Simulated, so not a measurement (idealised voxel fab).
The name of this process module is voxel wiring stack.
Section cut is 185 nm wide and gridded with 5 nm square cells.
In what follows, cross-sections appear as grids of square cells, described through bands that run from the top down, where every band is one or more rows of cells.
Band: top and bottom heights (nm) first, top before bottom; then materials from left to right, widths in nm. "full width" marks a sole material filling the band edge to edge. "empty" denotes empty space.
Convention: height 0 is the level below which the wafer, as received, is all one material. The lowest band does not terminate at the bottom but continues downward, represented as "0 nm and below".
Width: "30 to 40" (first number = top row, second number = bottom row, same change from row to row of cells).
When a step is marked "no modifications", none of the cells in the cross-section changed during that step.
Entry "Completely enclosed voids" = empty spaces >= 8 cells with no open way to the top; each as width x height at distance, distance from left edge, all nm.
It should be noted that, on the line of a given step, the content following the step's settings is a remark produced by the simulator itself with respect to that step.
Among the settings permitted on a step's line is "overlay nm"; applied to a step with a mask, it specifies the extent to which the mask lay to the right of its planned position, whereas a negative figure signifies a position to the left.

Process steps - plan:
1. RECEIVE, material Si
2. CONFORMAL_DEP, material SiO2, thk nm 15
3. CONFORMAL_DEP, material SiCN, thk nm 5
4. DIRECTIONAL_DEP, material SiO2, thk nm 20
5. MASKED_ETCH, tone open, mask id METAL_1, width nm 30, pitch nm 60, etch materials SiO2, depth nm 20, overlay nm 0
6. MASKED_ETCH, tone open, mask id METAL_1, width nm 30, pitch nm 60, etch materials SiCN, depth nm 5, overlay nm 0
7. CONFORMAL_DEP, material TiN, thk nm 5
8. FILL_DEP, material Ru, thk nm 10
9. CMP, height nm 40
10. CONFORMAL_DEP, material SiCN, thk nm 5
11. DIRECTIONAL_DEP, material SiO2, thk nm 25
12. PATTERN, tone open, mask id METAL_2, material resist, width nm 30, pitch nm 60, thk nm 15, overlay nm 0
13. DIRECTIONAL_ETCH, etch materials SiO2, depth nm 15
14. STRIP, etch materials resist
15. MASKED_ETCH, tone open, mask id METAL_2_HOLES, width nm 15, pitch nm 60, etch materials SiO2, depth nm 10, overlay nm 0
16. MASKED_ETCH, tone open, mask id METAL_2_HOLES, width nm 15, pitch nm 60, etch materials SiCN, depth nm 5, overlay nm 0
17. CONFORMAL_DEP, material TiN, thk nm 5
18. FILL_DEP, material Cu, thk nm 10
19. CMP, height nm 70
20. CONFORMAL_DEP, material SiCN, thk nm 5
21. DIRECTIONAL_DEP, material SiO2, thk nm 35
22. MASKED_ETCH, tone open, mask id METAL_3_HOLES, width nm 15, pitch nm 120, etch materials SiO2, depth nm 35, overlay nm 0
23. MASKED_ETCH, tone open, mask id METAL_3, width nm 30, pitch nm 60, etch materials SiO2, depth nm 20, overlay nm 0
24. MASKED_ETCH, tone open, mask id METAL_3, width nm 30, pitch nm 60, etch materials SiCN, depth nm 5, overlay nm 0
25. CONFORMAL_DEP, material TiN, thk nm 5
26. FILL_DEP, material Ru, thk nm 5
27. CMP, height nm 110
28. CONFORMAL_DEP, material SiCN, thk nm 5

Cross-section, incoming material, after step 1:
* 0 nm and below = Si full width
* Completely enclosed voids: none

Starting structure and process plan are as shown above, but one mistake was made in running the module; the wafer cross-section at the end of the module follows:
* 115 nm to 110 nm = SiCN full width
* 110 nm to 95 nm = SiO2 15 / TiN 5 / Ru 20 / TiN 5 / SiO2 30 / TiN 5 / Ru 20 / TiN 5 / SiO2 30 / TiN 5 / Ru 20 / TiN 5 / SiO2 20
* 95 nm to 90 nm = SiO2 15 / TiN 5 / Ru 5 / TiN 20 / SiO2 30 / TiN 30 / SiO2 30 / TiN 5 / Ru 5 / TiN 20 / SiO2 20
* 90 nm to 75 nm = SiO2 15 / TiN 5 / Ru 5 / TiN 5 / SiO2 105 / TiN 5 / Ru 5 / TiN 5 / SiO2 35
* 75 nm to 70 nm = SiCN 15 / TiN 15 / SiCN 105 / TiN 15 / SiCN 35
* 70 nm to 65 nm = Cu full width
* 65 nm to 60 nm = TiN 20 / Cu 20 / TiN 40 / Cu 20 / TiN 40 / Cu 20 / TiN 25
* 60 nm to 50 nm = SiO2 15 to 30 / TiN 20 to 5 / Cu 5 / TiN 5 / SiO2 30 to 45 / TiN 20 to 5 / Cu 5 / TiN 5 / SiO2 30 to 45 / TiN 20 to 5 / Cu 5 / TiN 5 / SiO2 20
* 50 nm to 45 nm = SiO2 30 / TiN 15 / SiO2 45 / TiN 15 / SiO2 45 / TiN 15 / SiO2 20
* 45 nm to 40 nm = SiCN full width
* 40 nm to 20 nm = SiO2 15 / TiN 5 / Ru 20 / TiN 5 / SiO2 30 / TiN 5 / Ru 20 / TiN 5 / SiO2 30 / TiN 5 / Ru 20 / TiN 5 / SiO2 20
* 20 nm to 15 nm = SiCN 15 / TiN 30 / SiCN 30 / TiN 30 / SiCN 30 / TiN 30 / SiCN 20
* 15 nm to 0 nm = SiO2 full width
* 0 nm and below = Si full width
* Completely enclosed voids: none
Plan not followed: step 15 deviated from plan and actually ran as MASKED_ETCH, tone cover, mask id METAL_2_HOLES, width nm 15, pitch nm 60, etch materials SiO2, depth nm 10, overlay nm 0
